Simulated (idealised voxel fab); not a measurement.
A process module follows: voxel fin reveal.
Each square cell in cross-section cut measures 5 nm, and the section as a whole is 285 nm wide.
Bands, listed from the top down, are how a cross-section gets written in this document; the cross-section itself is a grid of square cells, and a band is one or more rows of them.
Heights first: top, then bottom, in nm. Then materials, left to right, each with a width in nm. "edge to edge" on a single material: fills the band edge to edge. "blank": empty space.
Below 0: as-received wafer, all one material; heights counted from there. Lowest band: no bottom, goes on down, written "top 0, no bottom".
Width spec "30..40" -> top row of cells at first value, bottom row at second value, equal per-row change in between.
Take "identical to before" at face value: in the step it is given for, the cross-section changed in none of its cells.
Each empty space that has no open way to the top and spans at least 8 cells appears under "Closed void roster" as width x height at distance, the distance counted from the left edge, all in nm.
Whatever follows a step's settings on its line is a remark the simulator itself makes about that step.
overlay nm: on a step with a mask, how far right of its planned place the mask lay; negative means left.

Steps planned for the process:
1 RECEIVE | material Si
2 CONFORMAL_DEP | material SiN | thk nm 10
3 MASKED_ETCH | tone cover | mask id FINS | width nm 15 | pitch nm 40 | etch materials SiN | depth nm 10 | overlay nm 0
4 MASKED_ETCH | tone cover | mask id FINS | width nm 15 | pitch nm 40 | etch materials Si | depth nm 35 | overlay nm 0
5 FILL_DEP | material SiO2 | thk nm 10
6 CMP | height nm 0
7 SELECTIVE_ETCH | etch materials SiO2 | depth nm 20
8 STRIP | etch materials SiN
9 CONFORMAL_DEP | material SiO2 | thk nm 5
Wafers differ in height nm at step 6; plan lists the first wafer's value; identical starting state.

Sectional view: first of several wafers, as received, after step 1:
- top 0, no bottom = Si edge to edge
- Closed void roster: none

At the end of the module, after its last step, step 9, the first of several wafers appears in cross-section as follows:
- top 5, bottom 0 = blank 90 nm  SiO2 25 nm  blank 15 nm  SiO2 25 nm  blank 15 nm  SiO2 25 nm  blank 90 nm
- top 0, bottom -15 = blank 90 nm  SiO2 5 nm  Si 15 nm  SiO2 5 nm  blank 15 nm  SiO2 5 nm  Si 15 nm  SiO2 5 nm  blank 15 nm  SiO2 5 nm  Si 15 nm  SiO2 5 nm  blank 90 nm
- top -15, bottom -35 = SiO2 95 nm  Si 15 nm  SiO2 25 nm  Si 15 nm  SiO2 25 nm  Si 15 nm  SiO2 95 nm
- top -35, no bottom = Si edge to edge
- Closed void roster: none

So this is the cross-section on the last wafer at the end of the module:
- top 5, bottom 0 = SiO2 edge to edge
- top 0, bottom -35 = SiO2 95 nm  Si 15 nm  SiO2 25 nm  Si 15 nm  SiO2 25 nm  Si 15 nm  SiO2 95 nm
- top -35, no bottom = Si edge to edge
- Closed void roster: none

Below: a row per wafer. Contents at end of module: for every material, cells gained since receipt (+) or lost since receipt (-); then closed voids:
height nm 0 | -336 Si | +225 SiO2 | Closed void roster: none
height nm 5 | -336 Si | +267 SiO2 | Closed void roster: none
height nm 10 | -336 Si | +309 SiO2 | Closed void roster: none
height nm 15 | -336 Si | +351 SiO2 | Closed void roster: none
height nm 20 | -336 Si | +393 SiO2 | Closed void roster: none
